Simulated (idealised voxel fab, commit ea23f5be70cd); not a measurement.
Title: Process Module voxel spacer lines
Xsec cut, 215 nm wide, square cell size 5 nm.
Each cross-section below is a grid of square cells, stated as bands in top-down order, with one or more rows of cells making up each band.
A band entry consists of two parts. The first gives the height of the band's top and the height of its bottom, in nm. The rest lists the band's materials from left to right, each with its width in nm. A single material labelled with the word "full width" fills the band from edge to edge, and the word "empty" marks empty space.
A quick word on heights: they are counted from 0, and under that level the wafer as it came to us is one material throughout. The lowest band is different from the rest in having no bottom; it simply continues downward, written as in "0..down".
Note: "30..40" means the width goes from the first number (top row of the band) to the second number (bottom row) in equal steps per row of cells.
Basically "nothing different" means that step didn't change any cell in the cross-section.
Reported under the label "Voids, fully enclosed" are the empty spaces having no open way to the top and comprising 8 cells or more; the notation for each is width x height at distance, in which the distance is measured from the left edge and all three values are in nm.
Read whatever lies past the settings on a step's line as the simulator's own remark about the step.
When a step includes a mask, the "overlay nm" setting on its line states how far to the right of its planned place that mask lay, and negative values state how far to the left.
### The following list gives the planned process steps
1,RECEIVE: material Si
2,CONFORMAL_DEP: material Al2O3, thk nm 10
3,DIRECTIONAL_DEP: material SiN, thk nm 15
4,DIRECTIONAL_DEP: material aC, thk nm 30
5,PATTERN: tone cover, mask id MANDREL, material resist, width nm 15, pitch nm 60, thk nm 40, overlay nm 0
6,DIRECTIONAL_ETCH: etch materials aC, depth nm 30
7,STRIP: etch materials resist
8,CONFORMAL_DEP: material SiO2, thk nm 15
9,DIRECTIONAL_ETCH: etch materials SiO2, depth nm 15
10,STRIP: etch materials aC
11,DIRECTIONAL_ETCH: etch materials SiN, depth nm 15
12,STRIP: etch materials SiO2
### On the first of the two wafers: run conducted according to plan
### As-received wafer cross-section (after step 1)
0..down | Si full width
Voids, fully enclosed: none
### Cross-section of the wafer after step 2
10..0 | Al2O3 full width
At heights below 0, the structure remains unaltered.
### Cross-section of the wafer after step 3
25..10 | SiN full width
At heights below 10, the structure remains unaltered.
### Cross-section of the wafer after step 4
55..25 | aC full width
At heights below 25, the structure remains unaltered.
### Cross-section of the wafer after step 5
95..55 | 70 of empty, 15 of resist, 45 of empty, 15 of resist, 70 of empty
At heights below 55, the structure remains unaltered.
### Cross-section of the wafer after step 6
65..55 | 70 of empty, 15 of resist, 45 of empty, 15 of resist, 70 of empty
55..25 | 70 of empty, 15 of aC, 45 of empty, 15 of aC, 70 of empty
At heights below 25, the structure remains unaltered.
### Cross-section of the wafer after step 7
55..25 | 70 of empty, 15 of aC, 45 of empty, 15 of aC, 70 of empty
At heights below 25, the structure remains unaltered.
### Cross-section of the wafer after step 8
70..55 | 55 of empty, 45 of SiO2, 15 of empty, 45 of SiO2, 55 of empty
55..40 | 55 of empty, 15 of SiO2, 15 of aC, 15 of SiO2, 15 of empty, 15 of SiO2, 15 of aC, 15 of SiO2, 55 of empty
40..25 | 70 of SiO2, 15 of aC, 45 of SiO2, 15 of aC, 70 of SiO2
At heights below 25, the structure remains unaltered.
### Cross-section of the wafer after step 9
55..25 | 55 of empty, 15 of SiO2, 15 of aC, 15 of SiO2, 15 of empty, 15 of SiO2, 15 of aC, 15 of SiO2, 55 of empty
At heights below 25, the structure remains unaltered.
### Cross-section of the wafer after step 10
55..25 | 55 of empty, 15 of SiO2, 15 of empty, 15 of SiO2, 15 of empty, 15 of SiO2, 15 of empty, 15 of SiO2, 55 of empty
At heights below 25, the structure remains unaltered.
### Cross-section of the wafer after step 11
55..25 | 55 of empty, 15 of SiO2, 15 of empty, 15 of SiO2, 15 of empty, 15 of SiO2, 15 of empty, 15 of SiO2, 55 of empty
25..10 | 55 of empty, 15 of SiN, 15 of empty, 15 of SiN, 15 of empty, 15 of SiN, 15 of empty, 15 of SiN, 55 of empty
At heights below 10, the structure remains unaltered.
### Cross-section of the wafer after step 12
25..10 | 55 of empty, 15 of SiN, 15 of empty, 15 of SiN, 15 of empty, 15 of SiN, 15 of empty, 15 of SiN, 55 of empty
At heights below 10, the structure remains unaltered.
### Regarding the second of the two wafers: it shared the first wafer's starting condition and process plan, yet one error occurred during its execution. Its history coincides with that of the first wafer up to and including step 1
### At the planned end of step 2, the second wafer in cross-section
10..0 | aC full width
At heights below 0, the structure remains unaltered.
### At the planned end of step 3, the second wafer in cross-section
25..10 | SiN full width
At heights below 10, the structure remains unaltered.
### At the planned end of step 4, the second wafer in cross-section
55..25 | aC full width
At heights below 25, the structure remains unaltered.
### At the planned end of step 5, the second wafer in cross-section
95..55 | 70 of empty, 15 of resist, 45 of empty, 15 of resist, 70 of empty
At heights below 55, the structure remains unaltered.
### At the planned end of step 6, the second wafer in cross-section
65..55 | 70 of empty, 15 of resist, 45 of empty, 15 of resist, 70 of empty
55..25 | 70 of empty, 15 of aC, 45 of empty, 15 of aC, 70 of empty
At heights below 25, the structure remains unaltered.
### At the planned end of step 7, the second wafer in cross-section
55..25 | 70 of empty, 15 of aC, 45 of empty, 15 of aC, 70 of empty
At heights below 25, the structure remains unaltered.
### At the planned end of step 8, the second wafer in cross-section
70..55 | 55 of empty, 45 of SiO2, 15 of empty, 45 of SiO2, 55 of empty
55..40 | 55 of empty, 15 of SiO2, 15 of aC, 15 of SiO2, 15 of empty, 15 of SiO2, 15 of aC, 15 of SiO2, 55 of empty
40..25 | 70 of SiO2, 15 of aC, 45 of SiO2, 15 of aC, 70 of SiO2
At heights below 25, the structure remains unaltered.
### At the planned end of step 9, the second wafer in cross-section
55..25 | 55 of empty, 15 of SiO2, 15 of aC, 15 of SiO2, 15 of empty, 15 of SiO2, 15 of aC, 15 of SiO2, 55 of empty
At heights below 25, the structure remains unaltered.
### At the planned end of step 10, the second wafer in cross-section
55..25 | 55 of empty, 15 of SiO2, 15 of empty, 15 of SiO2, 15 of empty, 15 of SiO2, 15 of empty, 15 of SiO2, 55 of empty
At heights below 25, the structure remains unaltered.
### At the planned end of step 11, the second wafer in cross-section
55..25 | 55 of empty, 15 of SiO2, 15 of empty, 15 of SiO2, 15 of empty, 15 of SiO2, 15 of empty, 15 of SiO2, 55 of empty
25..10 | 55 of empty, 15 of SiN, 15 of empty, 15 of SiN, 15 of empty, 15 of SiN, 15 of empty, 15 of SiN, 55 of empty
At heights below 10, the structure remains unaltered.
### At the planned end of step 12, the second wafer in cross-section
25..10 | 55 of empty, 15 of SiN, 15 of empty, 15 of SiN, 15 of empty, 15 of SiN, 15 of empty, 15 of SiN, 55 of empty
At heights below 10, the structure remains unaltered.
What went wrong in running the wafer? not per plan at step 2, really ran CONFORMAL_DEP: material aC, thk nm 10
Final difference in cells, second wafer against first, listed per material as more or fewer: 86 fewer of Al2O3 | 86 more of aC
